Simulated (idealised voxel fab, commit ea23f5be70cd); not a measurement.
The process module that follows is named voxel self aligned contacts.
For reference, the cross-section in this document is cut, with width 170 nm and square cells of 5 nm.
A cross-section is written here as square cells arranged in a grid, and it is given in bands from the top down, each band taking up one or more rows of cells. Basically the band line says how high the top is and how high the bottom is, in nm, and then what's in it from left to right, every material with its width in nm. Empty space shows up as "blank", and if a single material carries "everywhere" it runs the full band edge to edge. Heights are reckoned from 0. Under this level, the received wafer is all of one material. The bottommost band is open-ended downward, for example "z 0 and below". So if you see something like "30 to 40" for the width, read it as the top row of the band sitting at the first number and the bottom row at the second, with every row in between moving by the same amount as the last. The cross-section has no changed cell in any step marked "no alteration". Empty spaces without an open route to the top, at least 8 cells in extent, make up the entry "Unvented voids"; each is given as width x height at distance, where the distance is measured from the left edge, and all are in nm. Step line, after settings: the simulator's comment on this step. A step line may carry the setting "overlay nm", which, for steps involving a mask, states the distance by which the mask lay to the right of its intended position; negative values denote displacement to the left.
This section lists the process steps that were planned:
1: RECEIVE,material Si
2: OXIDIZE,depth nm 5
3: DIRECTIONAL_DEP,material polySi,thk nm 25
4: DIRECTIONAL_DEP,material SiN,thk nm 20
5: DIRECTIONAL_DEP,material aC,thk nm 10
6: PATTERN,tone cover,mask id GATE,material resist,width nm 30,pitch nm 65,thk nm 30,overlay nm 0
7: DIRECTIONAL_ETCH,etch materials aC,depth nm 10
8: STRIP,etch materials resist
9: DIRECTIONAL_ETCH,etch materials SiN,depth nm 20
10: DIRECTIONAL_ETCH,etch materials polySi,depth nm 25
11: STRIP,etch materials aC
12: CONFORMAL_DEP,material SiN,thk nm 10
13: DIRECTIONAL_ETCH,etch materials SiN,depth nm 10
14: FILL_DEP,material SiO2,thk nm 20
15: CMP,height nm 55
16: DIRECTIONAL_DEP,material aC,thk nm 10
17: PATTERN,tone open,mask id CONTACT,material resist,width nm 45,thk nm 25,overlay nm 0
18: DIRECTIONAL_ETCH,etch materials aC,depth nm 10
19: STRIP,etch materials resist
20: DIRECTIONAL_ETCH,etch materials SiO2,depth nm 60
21: STRIP,etch materials aC
22: CONFORMAL_DEP,material TiN,thk nm 5
23: FILL_DEP,material Ru,thk nm 10
24: CMP,height nm 55
25: CONFORMAL_DEP,material SiCN,thk nm 5
The first of two wafers, run as planned:
Cross-section of the wafer at receipt, which is the condition after step 1:
    z 0 and below  Si everywhere
    Unvented voids: none
Step 2 complete: cross-section through the wafer:
    z 0 to -5  SiO2 everywhere
    Beneath the level -5, the cross-section is identical to its previous state.
Step 3 complete: cross-section through the wafer:
    z 25 to 0  polySi everywhere
    Beneath the level 0, the cross-section is identical to its previous state.
Step 4 complete: cross-section through the wafer:
    z 45 to 25  SiN everywhere
    Beneath the level 25, the cross-section is identical to its previous state.
Step 5 complete: cross-section through the wafer:
    z 55 to 45  aC everywhere
    Beneath the level 45, the cross-section is identical to its previous state.
Step 6 complete: cross-section through the wafer:
    z 85 to 55  blank (35); resist (30); blank (35); resist (30); blank (40)
    Beneath the level 55, the cross-section is identical to its previous state.
Step 7 complete: cross-section through the wafer:
    z 75 to 55  blank (35); resist (30); blank (35); resist (30); blank (40)
    z 55 to 45  blank (35); aC (30); blank (35); aC (30); blank (40)
    Beneath the level 45, the cross-section is identical to its previous state.
Step 8 complete: cross-section through the wafer:
    z 55 to 45  blank (35); aC (30); blank (35); aC (30); blank (40)
    Beneath the level 45, the cross-section is identical to its previous state.
Step 9 complete: cross-section through the wafer:
    z 55 to 45  blank (35); aC (30); blank (35); aC (30); blank (40)
    z 45 to 25  blank (35); SiN (30); blank (35); SiN (30); blank (40)
    Beneath the level 25, the cross-section is identical to its previous state.
Step 10 complete: cross-section through the wafer:
    z 55 to 45  blank (35); aC (30); blank (35); aC (30); blank (40)
    z 45 to 25  blank (35); SiN (30); blank (35); SiN (30); blank (40)
    z 25 to 0  blank (35); polySi (30); blank (35); polySi (30); blank (40)
    Beneath the level 0, the cross-section is identical to its previous state.
Step 11 complete: cross-section through the wafer:
    z 45 to 25  blank (35); SiN (30); blank (35); SiN (30); blank (40)
    Beneath the level 25, the cross-section is identical to its previous state.
Step 12 complete: cross-section through the wafer:
    z 55 to 25  blank (25); SiN (50); blank (15); SiN (50); blank (30)
    z 25 to 10  blank (25); SiN (10); polySi (30); SiN (10); blank (15); SiN (10); polySi (30); SiN (10); blank (30)
    z 10 to 0  SiN (35); polySi (30); SiN (35); polySi (30); SiN (40)
    Beneath the level 0, the cross-section is identical to its previous state.
Step 13 complete: cross-section through the wafer:
    z 45 to 25  blank (25); SiN (50); blank (15); SiN (50); blank (30)
    z 25 to 0  blank (25); SiN (10); polySi (30); SiN (10); blank (15); SiN (10); polySi (30); SiN (10); blank (30)
    Beneath the level 0, the cross-section is identical to its previous state.
Step 14 complete: cross-section through the wafer:
    z 65 to 45  SiO2 everywhere
    z 45 to 25  SiO2 (25); SiN (50); SiO2 (15); SiN (50); SiO2 (30)
    z 25 to 0  SiO2 (25); SiN (10); polySi (30); SiN (10); SiO2 (15); SiN (10); polySi (30); SiN (10); SiO2 (30)
    Beneath the level 0, the cross-section is identical to its previous state.
Step 15 complete: cross-section through the wafer:
    z 55 to 45  SiO2 everywhere
    Beneath the level 45, the cross-section is identical to its previous state.
Step 16 complete: cross-section through the wafer:
    z 65 to 55  aC everywhere
    Beneath the level 55, the cross-section is identical to its previous state.
Step 17 complete: cross-section through the wafer:
    z 90 to 65  resist (60); blank (45); resist (65)
    Beneath the level 65, the cross-section is identical to its previous state.
Step 18 complete: cross-section through the wafer:
    z 80 to 65  resist (60); blank (45); resist (65)
    z 65 to 55  aC (60); blank (45); aC (65)
    Beneath the level 55, the cross-section is identical to its previous state.
Step 19 complete: cross-section through the wafer:
    z 65 to 55  aC (60); blank (45); aC (65)
    Beneath the level 55, the cross-section is identical to its previous state.
Step 20 complete: cross-section through the wafer:
    z 65 to 55  aC (60); blank (45); aC (65)
    z 55 to 45  SiO2 (60); blank (45); SiO2 (65)
    z 45 to 25  SiO2 (25); SiN (50); blank (15); SiN (50); SiO2 (30)
    z 25 to 0  SiO2 (25); SiN (10); polySi (30); SiN (10); blank (15); SiN (10); polySi (30); SiN (10); SiO2 (30)
    z 0 to -5  SiO2 (75); blank (15); SiO2 (80)
    Beneath the level -5, the cross-section is identical to its previous state.
Step 21 complete: cross-section through the wafer:
    z 55 to 45  SiO2 (60); blank (45); SiO2 (65)
    Beneath the level 45, the cross-section is identical to its previous state.
Step 22 complete: cross-section through the wafer:
    z 60 to 55  TiN (65); blank (35); TiN (70)
    z 55 to 45  SiO2 (60); TiN (5 to 20); blank (35 to 5); TiN (5 to 20); SiO2 (65)
    z 45 to 25  SiO2 (25); SiN (50); TiN (5); blank (5); TiN (5); SiN (50); SiO2 (30)
    z 25 to 0  SiO2 (25); SiN (10); polySi (30); SiN (10); TiN (5); blank (5); TiN (5); SiN (10); polySi (30); SiN (10); SiO2 (30)
    z 0 to -5  SiO2 (75); TiN (15); SiO2 (80)
    Beneath the level -5, the cross-section is identical to its previous state.
Step 23 complete: cross-section through the wafer:
    z 70 to 60  Ru everywhere
    z 60 to 55  TiN (65); Ru (35); TiN (70)
    z 55 to 45  SiO2 (60); TiN (5 to 20); Ru (35 to 5); TiN (5 to 20); SiO2 (65)
    z 45 to 25  SiO2 (25); SiN (50); TiN (5); Ru (5); TiN (5); SiN (50); SiO2 (30)
    z 25 to 0  SiO2 (25); SiN (10); polySi (30); SiN (10); TiN (5); Ru (5); TiN (5); SiN (10); polySi (30); SiN (10); SiO2 (30)
    Beneath the level 0, the cross-section is identical to its previous state.
Step 24 complete: cross-section through the wafer:
    z 55 to 45  SiO2 (60); TiN (5 to 20); Ru (35 to 5); TiN (5 to 20); SiO2 (65)
    Beneath the level 45, the cross-section is identical to its previous state.
Step 25 complete: cross-section through the wafer:
    z 60 to 55  SiCN everywhere
    Beneath the level 55, the cross-section is identical to its previous state.
Second wafer: same start and same plan as the first, one execution error; identical to the first through step 5:
The second wafer cut through, at the time step 6 was supposed to be finished:
    z 85 to 55  blank (30); resist (40); blank (25); resist (40); blank (35)
    Beneath the level 55, the cross-section is identical to its previous state.
The second wafer cut through, at the time step 7 was supposed to be finished:
    z 75 to 55  blank (30); resist (40); blank (25); resist (40); blank (35)
    z 55 to 45  blank (30); aC (40); blank (25); aC (40); blank (35)
    Beneath the level 45, the cross-section is identical to its previous state.
The second wafer cut through, at the time step 8 was supposed to be finished:
    z 55 to 45  blank (30); aC (40); blank (25); aC (40); blank (35)
    Beneath the level 45, the cross-section is identical to its previous state.
The second wafer cut through, at the time step 9 was supposed to be finished:
    z 55 to 45  blank (30); aC (40); blank (25); aC (40); blank (35)
    z 45 to 25  blank (30); SiN (40); blank (25); SiN (40); blank (35)
    Beneath the level 25, the cross-section is identical to its previous state.
The second wafer cut through, at the time step 10 was supposed to be finished:
    z 55 to 45  blank (30); aC (40); blank (25); aC (40); blank (35)
    z 45 to 25  blank (30); SiN (40); blank (25); SiN (40); blank (35)
    z 25 to 0  blank (30); polySi (40); blank (25); polySi (40); blank (35)
    Beneath the level 0, the cross-section is identical to its previous state.
The second wafer cut through, at the time step 11 was supposed to be finished:
    z 45 to 25  blank (30); SiN (40); blank (25); SiN (40); blank (35)
    Beneath the level 25, the cross-section is identical to its previous state.
The second wafer cut through, at the time step 12 was supposed to be finished:
    z 55 to 25  blank (20); SiN (60); blank (5); SiN (60); blank (25)
    z 25 to 10  blank (20); SiN (10); polySi (40); SiN (10); blank (5); SiN (10); polySi (40); SiN (10); blank (25)
    z 10 to 0  SiN (30); polySi (40); SiN (25); polySi (40); SiN (35)
    Beneath the level 0, the cross-section is identical to its previous state.
The second wafer cut through, at the time step 13 was supposed to be finished:
    z 45 to 25  blank (20); SiN (60); blank (5); SiN (60); blank (25)
    z 25 to 0  blank (20); SiN (10); polySi (40); SiN (10); blank (5); SiN (10); polySi (40); SiN (10); blank (25)
    Beneath the level 0, the cross-section is identical to its previous state.
The second wafer cut through, at the time step 14 was supposed to be finished:
    z 65 to 45  SiO2 everywhere
    z 45 to 25  SiO2 (20); SiN (60); SiO2 (5); SiN (60); SiO2 (25)
    z 25 to 0  SiO2 (20); SiN (10); polySi (40); SiN (10); SiO2 (5); SiN (10); polySi (40); SiN (10); SiO2 (25)
    Beneath the level 0, the cross-section is identical to its previous state.
The second wafer cut through, at the time step 15 was supposed to be finished:
    z 55 to 45  SiO2 everywhere
    Beneath the level 45, the cross-section is identical to its previous state.
The second wafer cut through, at the time step 16 was supposed to be finished:
    z 65 to 55  aC everywhere
    Beneath the level 55, the cross-section is identical to its previous state.
The second wafer cut through, at the time step 17 was supposed to be finished:
    z 90 to 65  resist (60); blank (45); resist (65)
    Beneath the level 65, the cross-section is identical to its previous state.
The second wafer cut through, at the time step 18 was supposed to be finished:
    z 80 to 65  resist (60); blank (45); resist (65)
    z 65 to 55  aC (60); blank (45); aC (65)
    Beneath the level 55, the cross-section is identical to its previous state.
The second wafer cut through, at the time step 19 was supposed to be finished:
    z 65 to 55  aC (60); blank (45); aC (65)
    Beneath the level 55, the cross-section is identical to its previous state.
The second wafer cut through, at the time step 20 was supposed to be finished:
    z 65 to 55  aC (60); blank (45); aC (65)
    z 55 to 45  SiO2 (60); blank (45); SiO2 (65)
    z 45 to 25  SiO2 (20); SiN (60); blank (5); SiN (60); SiO2 (25)
    z 25 to 0  SiO2 (20); SiN (10); polySi (40); SiN (10); blank (5); SiN (10); polySi (40); SiN (10); SiO2 (25)
    z 0 to -5  SiO2 (80); blank (5); SiO2 (85)
    Beneath the level -5, the cross-section is identical to its previous state.
The second wafer cut through, at the time step 21 was supposed to be finished:
    z 55 to 45  SiO2 (60); blank (45); SiO2 (65)
    Beneath the level 45, the cross-section is identical to its previous state.
The second wafer cut through, at the time step 22 was supposed to be finished:
    z 60 to 55  TiN (65); blank (35); TiN (70)
    z 55 to 50  SiO2 (60); TiN (5); blank (35); TiN (5); SiO2 (65)
    z 50 to 45  SiO2 (60); TiN (45); SiO2 (65)
    z 45 to 25  SiO2 (20); SiN (60); TiN (5); SiN (60); SiO2 (25)
    z 25 to 0  SiO2 (20); SiN (10); polySi (40); SiN (10); TiN (5); SiN (10); polySi (40); SiN (10); SiO2 (25)
    z 0 to -5  SiO2 (80); TiN (5); SiO2 (85)
    Beneath the level -5, the cross-section is identical to its previous state.
The second wafer cut through, at the time step 23 was supposed to be finished:
    z 70 to 60  Ru everywhere
    z 60 to 55  TiN (65); Ru (35); TiN (70)
    z 55 to 50  SiO2 (60); TiN (5); Ru (35); TiN (5); SiO2 (65)
    Beneath the level 50, the cross-section is identical to its previous state.
The second wafer cut through, at the time step 24 was supposed to be finished:
    z 55 to 50  SiO2 (60); TiN (5); Ru (35); TiN (5); SiO2 (65)
    Beneath the level 50, the cross-section is identical to its previous state.
The second wafer cut through, at the time step 25 was supposed to be finished:
    z 60 to 55  SiCN everywhere
    Beneath the level 55, the cross-section is identical to its previous state.
Heads up, the wafer didn't run the way we planned it: step 6 was processed under conditions differing from the plan, specifically as PATTERN,tone cover,mask id GATE,material resist,width nm 40,pitch nm 65,thk nm 30,overlay nm 0
at the end the second wafer has, in cells: Ru -10; SiN +16; SiO2 -16; TiN -10; polySi +20
